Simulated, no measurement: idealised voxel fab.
A process module follows: voxel self aligned contacts.
Xsec cut, 225 nm wide, square cell size 5 nm.
How to read a cross-section here: the picture is a grid of square cells, written as bands going from the top down, and any band can span one or more rows of cells.
Per band: top height and bottom height in nm, followed by the left-to-right materials and their widths in nm; "full width" marks a single material spanning edge to edge, "air" marks empty space.
Beneath 0, the wafer as received is one material, and that level is where height counting begins. The lowest band goes on downward without a bottom; it is written like "0 -> down".
Width "30->40": first value at the band's top row of cells, second value at its bottom row, equal change from row to row.
"nothing different", as given for a step, is the statement that not any cell of the cross-section underwent a change during that step.
So "Unvented voids" is basically the list of trapped voids: any empty space of 8 cells or more that can't reach the top through an opening. They're written width x height at distance, the distance being from the left edge, and it's all nm.
Note: text after step settings on the step line = simulator remark on that step.
A step's line can hold "overlay nm"; with a mask on that step, the setting says how far right of the planned place the mask lay, while a negative setting says it lay to the left.

### Listed below are the process steps as planned
1: RECEIVE with material Si
2: CONFORMAL_DEP with material SiO2, thk nm 5
3: DIRECTIONAL_DEP with material polySi, thk nm 30
4: DIRECTIONAL_DEP with material SiN, thk nm 20
5: PATTERN with tone cover, mask id GATE, material resist, width nm 25, pitch nm 60, thk nm 20, overlay nm 0
6: DIRECTIONAL_ETCH with etch materials SiN, depth nm 20
7: DIRECTIONAL_ETCH with etch materials polySi, depth nm 30
8: STRIP with etch materials resist
9: CONFORMAL_DEP with material SiN, thk nm 5
10: DIRECTIONAL_ETCH with etch materials SiN, depth nm 5
11: FILL_DEP with material SiO2, thk nm 15
12: CMP with height nm 60
13: MASKED_ETCH with tone open, mask id CONTACT, width nm 45, etch materials SiO2, depth nm 60, overlay nm 0
14: CONFORMAL_DEP with material TiN, thk nm 5
15: FILL_DEP with material Ru, thk nm 10
16: CMP with height nm 60
17: CONFORMAL_DEP with material SiCN, thk nm 5
Heads up: all these wafers start the same, and what changes between them is the thk nm in step 2. The value you see in the plan is just what the first wafer got.

### first wafer as received, after step 1
	0 -> down | Si full width
	Unvented voids: none

### Module finished, last step 17 done: cross-section of the first of several wafers
	65 -> 60 | SiCN full width
	60 -> 55 | SiO2: 90 | TiN: 15 | Ru: 15 | TiN: 15 | SiO2: 90
	55 -> 35 | SiO2: 65 | SiN: 35 | TiN: 5 | Ru: 15 | TiN: 5 | SiN: 35 | SiO2: 65
	35 -> 5 | SiO2: 65 | SiN: 5 | polySi: 25 | SiN: 5 | TiN: 5 | Ru: 15 | TiN: 5 | SiN: 5 | polySi: 25 | SiN: 5 | SiO2: 65
	5 -> 0 | SiO2: 100 | TiN: 25 | SiO2: 100
	0 -> down | Si full width
	Unvented voids: none

### Last-wafer cross-section at the end of the module
	65 -> 60 | SiCN full width
	60 -> 50 | SiO2: 65 | SiN: 35 | TiN: 5 | Ru: 15 | TiN: 5 | SiN: 35 | SiO2: 65
	50 -> 20 | SiO2: 65 | SiN: 5 | polySi: 25 | SiN: 5 | TiN: 5 | Ru: 15 | TiN: 5 | SiN: 5 | polySi: 25 | SiN: 5 | SiO2: 65
	20 -> 5 | SiO2: 100 | TiN: 5 | Ru: 15 | TiN: 5 | SiO2: 100
	5 -> 0 | SiO2: 100 | TiN: 25 | SiO2: 100
	0 -> down | Si full width
	Unvented voids: none

### Tabulated below, wafer by wafer, are the end-of-module results: for each material, the number of cells gained (+) or lost (-) relative to the as-received state, followed by the closed voids
thk nm 5 | +33 Ru | +45 SiCN | +80 SiN | +336 SiO2 | +31 TiN | +60 polySi | Unvented voids: none
thk nm 10 | +33 Ru | +45 SiCN | +80 SiN | +340 SiO2 | +27 TiN | +60 polySi | Unvented voids: none
thk nm 15 | +33 Ru | +45 SiCN | +66 SiN | +354 SiO2 | +27 TiN | +60 polySi | Unvented voids: none
thk nm 20 | +33 Ru | +45 SiCN | +52 SiN | +368 SiO2 | +27 TiN | +60 polySi | Unvented voids: none
